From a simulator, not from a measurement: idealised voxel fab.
Herein follows the process module entitled voxel air gaps.
Cross-section cut spans 235 nm and uses square cells 5 nm in size.
Heads up, the way a cross-section reads in here is a grid of square cells, handed over as bands from the top down, with every band being one or more rows of cells. Read a band's entry like this: the first values are the height of its top and the height of its bottom in nm, and what follows is the sequence of materials from left to right, each with its width in nm. Note that "air" is empty space, and that a single material marked "full width" reaches across the band from edge to edge. Below 0: as-received wafer, all one material; heights counted from there. Lowest band: no bottom, goes on down, written "from 0 down". The width entry "30 to 40" should be interpreted row by row: the top row of cells in the band takes the first number, the bottom row takes the second number, and the change between adjacent rows is uniform throughout. It should be understood that the words "nothing was modified", when stated for a given step, signify that the cross-section underwent no change in any of its cells during that step. This entry, "Sealed void inventory", enumerates those empty regions of no fewer than 8 cells that possess no open connection to the top. Each region is reported in the form width x height at distance, the distance being taken from the left edge, with all three quantities expressed in nm. Past the settings on a step's line: simulator remark, on that step. overlay nm: mask right of planned place by this much (step with mask). Neg. = left.
[Steps in the process plan]
1: RECEIVE (material Si)
2: CONFORMAL_DEP (material SiO2; thk nm 15)
3: CONFORMAL_DEP (material SiN; thk nm 5)
4: DIRECTIONAL_DEP (material lowk; thk nm 35)
5: DIRECTIONAL_DEP (material aC; thk nm 15)
6: PATTERN (tone open; mask id LINES; material resist; width nm 25; pitch nm 50; thk nm 30; overlay nm 0)
7: DIRECTIONAL_ETCH (etch materials aC; depth nm 15)
8: STRIP (etch materials resist)
9: DIRECTIONAL_ETCH (etch materials lowk; depth nm 35)
10: STRIP (etch materials aC)
11: CONFORMAL_DEP (material TiN; thk nm 5)
12: FILL_DEP (material Cu; thk nm 10)
13: CMP (height nm 55)
14: EPI (material Ru; thk nm 10)
15: SELECTIVE_ETCH (etch materials lowk; depth nm 45)
16: CONFORMAL_DEP (material SiCN; thk nm 5)
[So this is the incoming wafer in cross-section - it's already been through step 1]
  from 0 down = Si full width
  Sealed void inventory: none
[Wafer cross-section at module end: first of two, run to plan]
  from 70 to 65 = 40 of air / 155 of SiCN / 40 of air
  from 65 to 55 = 40 of air / 5 of SiCN / 45 of Ru / 5 of SiCN / 45 of Ru / 5 of SiCN / 45 of Ru / 5 of SiCN / 40 of air
  from 55 to 50 = 40 of air / 15 of SiCN / 5 of TiN / 15 of Cu / 5 of TiN / 25 of SiCN / 5 of TiN / 15 of Cu / 5 of TiN / 25 of SiCN / 5 of TiN / 15 of Cu / 5 of TiN / 15 of SiCN / 40 of air
  from 50 to 25 = 50 of air / 5 of SiCN / 5 of TiN / 15 of Cu / 5 of TiN / 5 of SiCN / 15 of air / 5 of SiCN / 5 of TiN / 15 of Cu / 5 of TiN / 5 of SiCN / 15 of air / 5 of SiCN / 5 of TiN / 15 of Cu / 5 of TiN / 5 of SiCN / 50 of air
  from 25 to 20 = 55 of SiCN / 25 of TiN / 25 of SiCN / 25 of TiN / 25 of SiCN / 25 of TiN / 55 of SiCN
  from 20 to 15 = SiN full width
  from 15 to 0 = SiO2 full width
  from 0 down = Si full width
  Sealed void inventory: 15 x 25 at 85; 15 x 25 at 135
[Wafer two, sectioned after the module: the first wafer's start, the first wafer's plan, and one mistake in how it was run]
  from 70 to 65 = 45 of air / 45 of SiCN / 5 of air / 45 of SiCN / 5 of air / 45 of SiCN / 45 of air
  from 65 to 55 = 45 of air / 5 of SiCN / 35 of Ru / 5 of SiCN / 5 of air / 5 of SiCN / 35 of Ru / 5 of SiCN / 5 of air / 5 of SiCN / 35 of Ru / 5 of SiCN / 45 of air
  from 55 to 50 = 45 of air / 10 of SiCN / 5 of SiO2 / 15 of Cu / 5 of SiO2 / 10 of SiCN / 5 of air / 10 of SiCN / 5 of SiO2 / 15 of Cu / 5 of SiO2 / 10 of SiCN / 5 of air / 10 of SiCN / 5 of SiO2 / 15 of Cu / 5 of SiO2 / 10 of SiCN / 45 of air
  from 50 to 25 = 50 of air / 5 of SiCN / 5 of SiO2 / 15 of Cu / 5 of SiO2 / 5 of SiCN / 15 of air / 5 of SiCN / 5 of SiO2 / 15 of Cu / 5 of SiO2 / 5 of SiCN / 15 of air / 5 of SiCN / 5 of SiO2 / 15 of Cu / 5 of SiO2 / 5 of SiCN / 50 of air
  from 25 to 20 = 55 of SiCN / 25 of SiO2 / 25 of SiCN / 25 of SiO2 / 25 of SiCN / 25 of SiO2 / 55 of SiCN
  from 20 to 15 = SiN full width
  from 15 to 0 = SiO2 full width
  from 0 down = Si full width
  Sealed void inventory: none
Here's what went sideways: step 11 went in with a setting other than planned; the actual run was CONFORMAL_DEP (material SiO2; thk nm 5)
Final cells, second wafer relative to first, materials higher or lower: 12 fewer of Ru, 4 fewer of SiCN, 51 more of SiO2, 51 fewer of TiN
First wafer closed voids (final) = 2; second wafer closed voids (final) = 0.
